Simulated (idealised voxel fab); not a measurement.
Documented hereafter: the process module known as voxel lift off.
The figure presents cross-section cut, which has a width of 155 nm and is divided into square cells with an edge length of 5 nm.
A cross-section in this document is a grid of square cells, and it is written down as bands, the top band listed before the ones below it; a band is made up of one or more rows of cells. Basically the band line says how high the top is and how high the bottom is, in nm, and then what's in it from left to right, every material with its width in nm. Empty space shows up as "blank", and if a single material carries "full width" it runs the full band edge to edge. Basically, 0 is our baseline, since under it the wafer straight out of the box is all one material. The bottom band has no lower end and keeps on going down, so it looks like "0 -> down". Per-row width for "30..40": begins at first number (top row of band), ends at second number (bottom row), increment between rows held constant. Basically "everything unchanged" means that step didn't change any cell in the cross-section. The entry titled "Sealed internal cavities" provides the empty spaces that have no open way to the top, restricted to those of 8 cells or more. Each is presented as width x height at distance, the distance being measured from the left edge, with all three in nm. Note: text after step settings on the step line = simulator remark on that step. The setting "overlay nm" may be written on the line of a step. When the step uses a mask, the value reports how far to the right of the planned place the mask lay, and a negative value reports that it lay to the left.
PROCESS STEPS (PLANNED)
1. RECEIVE [material Si]
2. CONFORMAL_DEP [material Al2O3] [thk nm 15]
3. PATTERN [tone open] [mask id LINES] [material resist] [width nm 15] [pitch nm 40] [thk nm 25] [overlay nm 0]
4. DIRECTIONAL_DEP [material Ru] [thk nm 15]
5. STRIP [etch materials resist]
6. CONFORMAL_DEP [material SiO2] [thk nm 5]
Keep in mind the plan's value for the width nm of step 3 comes from the first wafer; the wafers don't share that setting, but they do share the same starting point.
THE FIRST OF SEVERAL WAFERS AS RECEIVED, SHOWN IN CROSS-SECTION; THIS IS ITS STATE AFTER STEP 1
  0 -> down = Si full width
  Sealed internal cavities: none
EVERY ROW IN THIS TABLE IS A WAFER AT THE END OF THE MODULE, AND IT GIVES, FOR EACH OF THE MATERIALS, THE CELLS THAT WAFER HAS GAINED (+) OR LOST (-) SINCE IT WAS RECEIVED, THEN ITS CLOSED VOIDS
width nm 15 | +93 Al2O3 | +27 Ru | +49 SiO2 | Sealed internal cavities: none
width nm 20 | +93 Al2O3 | +36 Ru | +49 SiO2 | Sealed internal cavities: none
width nm 25 | +93 Al2O3 | +45 Ru | +49 SiO2 | Sealed internal cavities: none
